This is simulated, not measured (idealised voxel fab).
voxel ribs on slabs: a process module
FYI the section here is cut, 250 nm wide, cells are 5 nm squares.
When this document writes out a cross-section, it uses a grid of square cells and lists it as bands, beginning at the top and moving down, with a band standing for one or more rows of cells. This entry defines a band. It first specifies the height of the band's top and the height of its bottom in nm, and then specifies the band's materials from left to right, stating each material with its width in nm. The word "edge to edge" identifies a single material that fills the band from edge to edge, while the word "air" identifies empty space. Where do heights start? At 0: under that level the wafer as delivered is made of one material only. And the lowest band has no floor; it just carries on downward, as in "z 0 and below". The width entry "30..40" should be interpreted row by row: the top row of cells in the band takes the first number, the bottom row takes the second number, and the change between adjacent rows is uniform throughout. Where the words "nothing changed" appear for a step, the cross-section shows no cell changed by that step; every cell remained as before. Basically, "Fully sealed voids" tells you about the enclosed voids: empty spaces with no open way to the top, 8 cells or bigger, each written width x height at distance, where distance is from the left edge, all in nm. Read whatever lies past the settings on a step's line as the simulator's own remark about the step. When a step includes a mask, the "overlay nm" setting on its line states how far to the right of its planned place that mask lay, and negative values state how far to the left.

[Process steps foreseen in the plan]
| 1 | RECEIVE [material Si] |
| 2 | DIRECTIONAL_DEP [material SiO2] [thk nm 30] |
| 3 | DIRECTIONAL_DEP [material polySi] [thk nm 20] |
| 4 | PATTERN [tone cover] [mask id RIB] [material resist] [width nm 30] [thk nm 20] [overlay nm 0] |
| 5 | DIRECTIONAL_ETCH [etch materials polySi] [depth nm 5] |
| 6 | STRIP [etch materials resist] |
| 7 | MASKED_ETCH [tone cover] [mask id SLAB] [width nm 90] [etch materials polySi] [depth nm 15] [overlay nm 0] |
| 8 | FILL_DEP [material SiO2] [thk nm 15] |
| 9 | CMP [height nm 60] |
| 10 | DIRECTIONAL_DEP [material TiN] [thk nm 5] |
| 11 | DIRECTIONAL_DEP [material aC] [thk nm 10] |
| 12 | PATTERN [tone cover] [mask id HEATER] [material resist] [width nm 40] [thk nm 25] [overlay nm 0] |
| 13 | DIRECTIONAL_ETCH [etch materials aC] [depth nm 10] |
| 14 | STRIP [etch materials resist] |
| 15 | DIRECTIONAL_ETCH [etch materials TiN] [depth nm 5] |
| 16 | STRIP [etch materials aC] |
| 17 | CONFORMAL_DEP [material SiO2] [thk nm 10] |

[Wafer as received: cross-section following step 1]
> z 0 and below  Si edge to edge
> Fully sealed voids: none

[The plan above was carried out on the starting structure above with one mistake, and this cross-section shows the wafer at the end of the module]
> z 75 to 70  air=95; SiO2=60; air=95
> z 70 to 65  SiO2 edge to edge
> z 65 to 60  SiO2=105; TiN=40; SiO2=105
> z 60 to 50  SiO2=80; polySi=90; SiO2=80
> z 50 to 30  polySi edge to edge
> z 30 to 0  SiO2 edge to edge
> z 0 and below  Si edge to edge
> Fully sealed voids: none
Misprocessing identified: twice over, step 3 of the plan was run
